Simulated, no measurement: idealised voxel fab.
Name of the process module below: voxel gate over fins
Pictured: cross-section cut, 255 nm wide, on a grid of 5 nm square cells.
We lay out every cross-section as a grid of square cells and spell it out in bands from the top down, where one band means one or more rows of cells.
What a band's entry tells you: where the top is and where the bottom is, as heights in nm, and after that what lies inside, material by material from left to right, each with its width in nm. Empty space is written as the word "air", and a single material marked with the word "throughout" occupies the band from edge to edge.
Ref level 0: as-received wafer is one material below here. Bottom band extends down with no lower bound ("top 0, no bottom").
The notation "30 to 40" denotes a width that varies across the rows of cells in the band, beginning at the first number in the top row, finishing at the second number in the bottom row, and changing by an identical amount from each row to the next.
Basically "no modifications" means that step didn't change any cell in the cross-section.
"Fully sealed voids" means: voids of 8 cells or more that are shut off from the top with no open way through. Written width x height at distance, distance from the left edge, in nm.
Formally, on a step line, whatever follows the settings is a remark that the simulator itself makes on the step.
"overlay nm" answers the question of how far to the right of plan the mask lay on a step that has a mask, and when it is negative the answer is to the left.

The planned process steps are enumerated hereunder
1. RECEIVE: material Si
2. CONFORMAL_DEP: material SiN, thk nm 10
3. MASKED_ETCH: tone cover, mask id FINS, width nm 15, pitch nm 55, etch materials SiN, depth nm 10, overlay nm 0
4. MASKED_ETCH: tone cover, mask id FINS, width nm 15, pitch nm 55, etch materials Si, depth nm 40, overlay nm 0
5. OXIDIZE: depth nm 5
6. FILL_DEP: material SiO2, thk nm 10
7. CMP: height nm 10
8. DIRECTIONAL_DEP: material aC, thk nm 10
9. PATTERN: tone open, mask id RAIL, material resist, width nm 15, thk nm 30, overlay nm 0
10. DIRECTIONAL_ETCH: etch materials aC, depth nm 10
11. STRIP: etch materials resist
12. DIRECTIONAL_ETCH: etch materials SiO2, depth nm 45
13. STRIP: etch materials aC
14. CONFORMAL_DEP: material TiN, thk nm 5
15. FILL_DEP: material W, thk nm 10
16. CMP: height nm 10
17. SELECTIVE_ETCH: etch materials W Ru TiN, depth nm 35
18. FILL_DEP: material SiO2, thk nm 5
19. CMP: height nm 10
20. SELECTIVE_ETCH: etch materials SiO2, depth nm 25
21. STRIP: etch materials SiN
22. CONFORMAL_DEP: material HfO2, thk nm 5
23. CONFORMAL_DEP: material TiN, thk nm 5
24. FILL_DEP: material W, thk nm 15
25. CMP: height nm 20
26. CONFORMAL_DEP: material SiCN, thk nm 10

The first of two wafers, run as planned

Cross-section of the incoming wafer, state after step 1
	top 0, no bottom = Si throughout
	Fully sealed voids: none

The following cross-section depicts the wafer upon completion of step 2
	top 10, bottom 0 = SiN throughout
	Everything below 0 is unchanged.

The following cross-section depicts the wafer upon completion of step 3
	top 10, bottom 0 = air: 35; SiN: 15; air: 40; SiN: 15; air: 40; SiN: 15; air: 40; SiN: 15; air: 40
	Everything below 0 is unchanged.

The following cross-section depicts the wafer upon completion of step 4
	top 10, bottom 0 = air: 35; SiN: 15; air: 40; SiN: 15; air: 40; SiN: 15; air: 40; SiN: 15; air: 40
	top 0, bottom -40 = air: 35; Si: 15; air: 40; Si: 15; air: 40; Si: 15; air: 40; Si: 15; air: 40
	Everything below -40 is unchanged.

The following cross-section depicts the wafer upon completion of step 5
	top 10, bottom 0 = air: 35; SiN: 15; air: 40; SiN: 15; air: 40; SiN: 15; air: 40; SiN: 15; air: 40
	top 0, bottom -40 = air: 35; SiO2: 5; Si: 5; SiO2: 5; air: 40; SiO2: 5; Si: 5; SiO2: 5; air: 40; SiO2: 5; Si: 5; SiO2: 5; air: 40; SiO2: 5; Si: 5; SiO2: 5; air: 40
	top -40, bottom -45 = SiO2: 40; Si: 5; SiO2: 50; Si: 5; SiO2: 50; Si: 5; SiO2: 50; Si: 5; SiO2: 45
	Everything below -45 is unchanged.

The following cross-section depicts the wafer upon completion of step 6
	top 20, bottom 10 = SiO2 throughout
	top 10, bottom 0 = SiO2: 35; SiN: 15; SiO2: 40; SiN: 15; SiO2: 40; SiN: 15; SiO2: 40; SiN: 15; SiO2: 40
	top 0, bottom -45 = SiO2: 40; Si: 5; SiO2: 50; Si: 5; SiO2: 50; Si: 5; SiO2: 50; Si: 5; SiO2: 45
	Everything below -45 is unchanged.

The following cross-section depicts the wafer upon completion of step 7
	top 10, bottom 0 = SiO2: 35; SiN: 15; SiO2: 40; SiN: 15; SiO2: 40; SiN: 15; SiO2: 40; SiN: 15; SiO2: 40
	Everything below 0 is unchanged.

The following cross-section depicts the wafer upon completion of step 8
	top 20, bottom 10 = aC throughout
	Everything below 10 is unchanged.

The following cross-section depicts the wafer upon completion of step 9
	top 50, bottom 20 = resist: 60; air: 15; resist: 180
	Everything below 20 is unchanged.

The following cross-section depicts the wafer upon completion of step 10
	top 40, bottom 20 = resist: 60; air: 15; resist: 180
	top 20, bottom 10 = aC: 60; air: 15; aC: 180
	Everything below 10 is unchanged.

The following cross-section depicts the wafer upon completion of step 11
	top 20, bottom 10 = aC: 60; air: 15; aC: 180
	Everything below 10 is unchanged.

The following cross-section depicts the wafer upon completion of step 12
	top 20, bottom 10 = aC: 60; air: 15; aC: 180
	top 10, bottom 0 = SiO2: 35; SiN: 15; SiO2: 10; air: 15; SiO2: 15; SiN: 15; SiO2: 40; SiN: 15; SiO2: 40; SiN: 15; SiO2: 40
	top 0, bottom -35 = SiO2: 40; Si: 5; SiO2: 15; air: 15; SiO2: 20; Si: 5; SiO2: 50; Si: 5; SiO2: 50; Si: 5; SiO2: 45
	Everything below -35 is unchanged.

The following cross-section depicts the wafer upon completion of step 13
	top 10, bottom 0 = SiO2: 35; SiN: 15; SiO2: 10; air: 15; SiO2: 15; SiN: 15; SiO2: 40; SiN: 15; SiO2: 40; SiN: 15; SiO2: 40
	Everything below 0 is unchanged.

The following cross-section depicts the wafer upon completion of step 14
	top 15, bottom 10 = TiN: 65; air: 5; TiN: 185
	top 10, bottom 0 = SiO2: 35; SiN: 15; SiO2: 10; TiN: 5; air: 5; TiN: 5; SiO2: 15; SiN: 15; SiO2: 40; SiN: 15; SiO2: 40; SiN: 15; SiO2: 40
	top 0, bottom -30 = SiO2: 40; Si: 5; SiO2: 15; TiN: 5; air: 5; TiN: 5; SiO2: 20; Si: 5; SiO2: 50; Si: 5; SiO2: 50; Si: 5; SiO2: 45
	top -30, bottom -35 = SiO2: 40; Si: 5; SiO2: 15; TiN: 15; SiO2: 20; Si: 5; SiO2: 50; Si: 5; SiO2: 50; Si: 5; SiO2: 45
	Everything below -35 is unchanged.

The following cross-section depicts the wafer upon completion of step 15
	top 25, bottom 15 = W throughout
	top 15, bottom 10 = TiN: 65; W: 5; TiN: 185
	top 10, bottom 0 = SiO2: 35; SiN: 15; SiO2: 10; TiN: 5; W: 5; TiN: 5; SiO2: 15; SiN: 15; SiO2: 40; SiN: 15; SiO2: 40; SiN: 15; SiO2: 40
	top 0, bottom -30 = SiO2: 40; Si: 5; SiO2: 15; TiN: 5; W: 5; TiN: 5; SiO2: 20; Si: 5; SiO2: 50; Si: 5; SiO2: 50; Si: 5; SiO2: 45
	Everything below -30 is unchanged.

The following cross-section depicts the wafer upon completion of step 16
	top 10, bottom 0 = SiO2: 35; SiN: 15; SiO2: 10; TiN: 5; W: 5; TiN: 5; SiO2: 15; SiN: 15; SiO2: 40; SiN: 15; SiO2: 40; SiN: 15; SiO2: 40
	Everything below 0 is unchanged.

The following cross-section depicts the wafer upon completion of step 17
	top 10, bottom 0 = SiO2: 35; SiN: 15; SiO2: 10; air: 15; SiO2: 15; SiN: 15; SiO2: 40; SiN: 15; SiO2: 40; SiN: 15; SiO2: 40
	top 0, bottom -25 = SiO2: 40; Si: 5; SiO2: 15; air: 15; SiO2: 20; Si: 5; SiO2: 50; Si: 5; SiO2: 50; Si: 5; SiO2: 45
	Everything below -25 is unchanged.

The following cross-section depicts the wafer upon completion of step 18
	top 15, bottom 10 = SiO2 throughout
	top 10, bottom 0 = SiO2: 35; SiN: 15; SiO2: 40; SiN: 15; SiO2: 40; SiN: 15; SiO2: 40; SiN: 15; SiO2: 40
	top 0, bottom -25 = SiO2: 40; Si: 5; SiO2: 50; Si: 5; SiO2: 50; Si: 5; SiO2: 50; Si: 5; SiO2: 45
	Everything below -25 is unchanged.

The following cross-section depicts the wafer upon completion of step 19
	top 10, bottom 0 = SiO2: 35; SiN: 15; SiO2: 40; SiN: 15; SiO2: 40; SiN: 15; SiO2: 40; SiN: 15; SiO2: 40
	Everything below 0 is unchanged.

The following cross-section depicts the wafer upon completion of step 20
	top 10, bottom 0 = air: 35; SiN: 15; air: 40; SiN: 15; air: 40; SiN: 15; air: 40; SiN: 15; air: 40
	top 0, bottom -15 = air: 40; Si: 5; air: 50; Si: 5; air: 50; Si: 5; air: 50; Si: 5; air: 45
	Everything below -15 is unchanged.

The following cross-section depicts the wafer upon completion of step 21
	top 0, bottom -15 = air: 40; Si: 5; air: 50; Si: 5; air: 50; Si: 5; air: 50; Si: 5; air: 45
	Everything below -15 is unchanged.

The following cross-section depicts the wafer upon completion of step 22
	top 5, bottom 0 = air: 35; HfO2: 15; air: 40; HfO2: 15; air: 40; HfO2: 15; air: 40; HfO2: 15; air: 40
	top 0, bottom -10 = air: 35; HfO2: 5; Si: 5; HfO2: 5; air: 40; HfO2: 5; Si: 5; HfO2: 5; air: 40; HfO2: 5; Si: 5; HfO2: 5; air: 40; HfO2: 5; Si: 5; HfO2: 5; air: 40
	top -10, bottom -15 = HfO2: 40; Si: 5; HfO2: 50; Si: 5; HfO2: 50; Si: 5; HfO2: 50; Si: 5; HfO2: 45
	Everything below -15 is unchanged.

The following cross-section depicts the wafer upon completion of step 23
	top 10, bottom 5 = air: 30; TiN: 25; air: 30; TiN: 25; air: 30; TiN: 25; air: 30; TiN: 25; air: 35
	top 5, bottom 0 = air: 30; TiN: 5; HfO2: 15; TiN: 5; air: 30; TiN: 5; HfO2: 15; TiN: 5; air: 30; TiN: 5; HfO2: 15; TiN: 5; air: 30; TiN: 5; HfO2: 15; TiN: 5; air: 35
	top 0, bottom -5 = air: 30; TiN: 5; HfO2: 5; Si: 5; HfO2: 5; TiN: 5; air: 30; TiN: 5; HfO2: 5; Si: 5; HfO2: 5; TiN: 5; air: 30; TiN: 5; HfO2: 5; Si: 5; HfO2: 5; TiN: 5; air: 30; TiN: 5; HfO2: 5; Si: 5; HfO2: 5; TiN: 5; air: 35
	top -5, bottom -10 = TiN: 35; HfO2: 5; Si: 5; HfO2: 5; TiN: 40; HfO2: 5; Si: 5; HfO2: 5; TiN: 40; HfO2: 5; Si: 5; HfO2: 5; TiN: 40; HfO2: 5; Si: 5; HfO2: 5; TiN: 40
	Everything below -10 is unchanged.

The following cross-section depicts the wafer upon completion of step 24
	top 25, bottom 10 = W throughout
	top 10, bottom 5 = W: 30; TiN: 25; W: 30; TiN: 25; W: 30; TiN: 25; W: 30; TiN: 25; W: 35
	top 5, bottom 0 = W: 30; TiN: 5; HfO2: 15; TiN: 5; W: 30; TiN: 5; HfO2: 15; TiN: 5; W: 30; TiN: 5; HfO2: 15; TiN: 5; W: 30; TiN: 5; HfO2: 15; TiN: 5; W: 35
	top 0, bottom -5 = W: 30; TiN: 5; HfO2: 5; Si: 5; HfO2: 5; TiN: 5; W: 30; TiN: 5; HfO2: 5; Si: 5; HfO2: 5; TiN: 5; W: 30; TiN: 5; HfO2: 5; Si: 5; HfO2: 5; TiN: 5; W: 30; TiN: 5; HfO2: 5; Si: 5; HfO2: 5; TiN: 5; W: 35
	Everything below -5 is unchanged.

The following cross-section depicts the wafer upon completion of step 25
	top 20, bottom 10 = W throughout
	Everything below 10 is unchanged.

The following cross-section depicts the wafer upon completion of step 26
	top 30, bottom 20 = SiCN throughout
	Everything below 20 is unchanged.

Wafer two: like wafer one in start and plan, but with one mistake in execution; identical up to and including step 19

Second wafer cross-section, taken as of the time the plan sets for step 20 to be done
	top 10, bottom 0 = air: 35; SiN: 15; air: 40; SiN: 15; air: 40; SiN: 15; air: 40; SiN: 15; air: 40
	top 0, bottom -25 = air: 40; Si: 5; air: 50; Si: 5; air: 50; Si: 5; air: 50; Si: 5; air: 45
	top -25, bottom -30 = air: 40; Si: 5; air: 15; TiN: 5; W: 5; TiN: 5; air: 20; Si: 5; air: 50; Si: 5; air: 50; Si: 5; air: 45
	top -30, bottom -35 = air: 40; Si: 5; air: 15; TiN: 15; air: 20; Si: 5; air: 50; Si: 5; air: 50; Si: 5; air: 45
	top -35, bottom -40 = air: 40; Si: 5; air: 20; SiO2: 5; air: 25; Si: 5; air: 50; Si: 5; air: 50; Si: 5; air: 45
	Everything below -40 is unchanged.

Second wafer cross-section, taken as of the time the plan sets for step 21 to be done
	top 0, bottom -25 = air: 40; Si: 5; air: 50; Si: 5; air: 50; Si: 5; air: 50; Si: 5; air: 45
	Everything below -25 is unchanged.

Second wafer cross-section, taken as of the time the plan sets for step 22 to be done
	top 5, bottom 0 = air: 35; HfO2: 15; air: 40; HfO2: 15; air: 40; HfO2: 15; air: 40; HfO2: 15; air: 40
	top 0, bottom -20 = air: 35; HfO2: 5; Si: 5; HfO2: 5; air: 40; HfO2: 5; Si: 5; HfO2: 5; air: 40; HfO2: 5; Si: 5; HfO2: 5; air: 40; HfO2: 5; Si: 5; HfO2: 5; air: 40
	top -20, bottom -25 = air: 35; HfO2: 5; Si: 5; HfO2: 5; air: 5; HfO2: 25; air: 10; HfO2: 5; Si: 5; HfO2: 5; air: 40; HfO2: 5; Si: 5; HfO2: 5; air: 40; HfO2: 5; Si: 5; HfO2: 5; air: 40
	top -25, bottom -30 = air: 35; HfO2: 5; Si: 5; HfO2: 5; air: 5; HfO2: 5; TiN: 5; W: 5; TiN: 5; HfO2: 5; air: 10; HfO2: 5; Si: 5; HfO2: 5; air: 40; HfO2: 5; Si: 5; HfO2: 5; air: 40; HfO2: 5; Si: 5; HfO2: 5; air: 40
	top -30, bottom -35 = air: 35; HfO2: 5; Si: 5; HfO2: 5; air: 5; HfO2: 5; TiN: 15; HfO2: 5; air: 10; HfO2: 5; Si: 5; HfO2: 5; air: 40; HfO2: 5; Si: 5; HfO2: 5; air: 40; HfO2: 5; Si: 5; HfO2: 5; air: 40
	top -35, bottom -40 = HfO2: 40; Si: 5; HfO2: 20; SiO2: 5; HfO2: 25; Si: 5; HfO2: 50; Si: 5; HfO2: 50; Si: 5; HfO2: 45
	Everything below -40 is unchanged.

Second wafer cross-section, taken as of the time the plan sets for step 23 to be done
	top 10, bottom 5 = air: 30; TiN: 25; air: 30; TiN: 25; air: 30; TiN: 25; air: 30; TiN: 25; air: 35
	top 5, bottom 0 = air: 30; TiN: 5; HfO2: 15; TiN: 5; air: 30; TiN: 5; HfO2: 15; TiN: 5; air: 30; TiN: 5; HfO2: 15; TiN: 5; air: 30; TiN: 5; HfO2: 15; TiN: 5; air: 35
	top 0, bottom -15 = air: 30; TiN: 5; HfO2: 5; Si: 5; HfO2: 5; TiN: 5; air: 30; TiN: 5; HfO2: 5; Si: 5; HfO2: 5; TiN: 5; air: 30; TiN: 5; HfO2: 5; Si: 5; HfO2: 5; TiN: 5; air: 30; TiN: 5; HfO2: 5; Si: 5; HfO2: 5; TiN: 5; air: 35
	top -15, bottom -20 = air: 30; TiN: 5; HfO2: 5; Si: 5; HfO2: 5; TiN: 40; HfO2: 5; Si: 5; HfO2: 5; TiN: 5; air: 30; TiN: 5; HfO2: 5; Si: 5; HfO2: 5; TiN: 5; air: 30; TiN: 5; HfO2: 5; Si: 5; HfO2: 5; TiN: 5; air: 35
	top -20, bottom -25 = air: 30; TiN: 5; HfO2: 5; Si: 5; HfO2: 5; TiN: 5; HfO2: 25; TiN: 10; HfO2: 5; Si: 5; HfO2: 5; TiN: 5; air: 30; TiN: 5; HfO2: 5; Si: 5; HfO2: 5; TiN: 5; air: 30; TiN: 5; HfO2: 5; Si: 5; HfO2: 5; TiN: 5; air: 35
	top -25, bottom -30 = air: 30; TiN: 5; HfO2: 5; Si: 5; HfO2: 5; TiN: 5; HfO2: 5; TiN: 5; W: 5; TiN: 5; HfO2: 5; TiN: 10; HfO2: 5; Si: 5; HfO2: 5; TiN: 5; air: 30; TiN: 5; HfO2: 5; Si: 5; HfO2: 5; TiN: 5; air: 30; TiN: 5; HfO2: 5; Si: 5; HfO2: 5; TiN: 5; air: 35
	top -30, bottom -35 = TiN: 35; HfO2: 5; Si: 5; HfO2: 5; TiN: 5; HfO2: 5; TiN: 15; HfO2: 5; TiN: 10; HfO2: 5; Si: 5; HfO2: 5; TiN: 40; HfO2: 5; Si: 5; HfO2: 5; TiN: 40; HfO2: 5; Si: 5; HfO2: 5; TiN: 40
	Everything below -35 is unchanged.

Second wafer cross-section, taken as of the time the plan sets for step 24 to be done
	top 25, bottom 10 = W throughout
	top 10, bottom 5 = W: 30; TiN: 25; W: 30; TiN: 25; W: 30; TiN: 25; W: 30; TiN: 25; W: 35
	top 5, bottom 0 = W: 30; TiN: 5; HfO2: 15; TiN: 5; W: 30; TiN: 5; HfO2: 15; TiN: 5; W: 30; TiN: 5; HfO2: 15; TiN: 5; W: 30; TiN: 5; HfO2: 15; TiN: 5; W: 35
	top 0, bottom -15 = W: 30; TiN: 5; HfO2: 5; Si: 5; HfO2: 5; TiN: 5; W: 30; TiN: 5; HfO2: 5; Si: 5; HfO2: 5; TiN: 5; W: 30; TiN: 5; HfO2: 5; Si: 5; HfO2: 5; TiN: 5; W: 30; TiN: 5; HfO2: 5; Si: 5; HfO2: 5; TiN: 5; W: 35
	top -15, bottom -20 = W: 30; TiN: 5; HfO2: 5; Si: 5; HfO2: 5; TiN: 40; HfO2: 5; Si: 5; HfO2: 5; TiN: 5; W: 30; TiN: 5; HfO2: 5; Si: 5; HfO2: 5; TiN: 5; W: 30; TiN: 5; HfO2: 5; Si: 5; HfO2: 5; TiN: 5; W: 35
	top -20, bottom -25 = W: 30; TiN: 5; HfO2: 5; Si: 5; HfO2: 5; TiN: 5; HfO2: 25; TiN: 10; HfO2: 5; Si: 5; HfO2: 5; TiN: 5; W: 30; TiN: 5; HfO2: 5; Si: 5; HfO2: 5; TiN: 5; W: 30; TiN: 5; HfO2: 5; Si: 5; HfO2: 5; TiN: 5; W: 35
	top -25, bottom -30 = W: 30; TiN: 5; HfO2: 5; Si: 5; HfO2: 5; TiN: 5; HfO2: 5; TiN: 5; W: 5; TiN: 5; HfO2: 5; TiN: 10; HfO2: 5; Si: 5; HfO2: 5; TiN: 5; W: 30; TiN: 5; HfO2: 5; Si: 5; HfO2: 5; TiN: 5; W: 30; TiN: 5; HfO2: 5; Si: 5; HfO2: 5; TiN: 5; W: 35
	Everything below -30 is unchanged.

Second wafer cross-section, taken as of the time the plan sets for step 25 to be done
	top 20, bottom 10 = W throughout
	Everything below 10 is unchanged.

Second wafer cross-section, taken as of the time the plan sets for step 26 to be done
	top 30, bottom 20 = SiCN throughout
	Everything below 20 is unchanged.
The mistake made against the process plan was this: step 20 from the plan got run twice
Wrapping up, a cell-based count of both wafers puts the second over or under the first for these materials: HfO2: 48 more | SiO2: 228 fewer | TiN: 43 more | W: 137 more
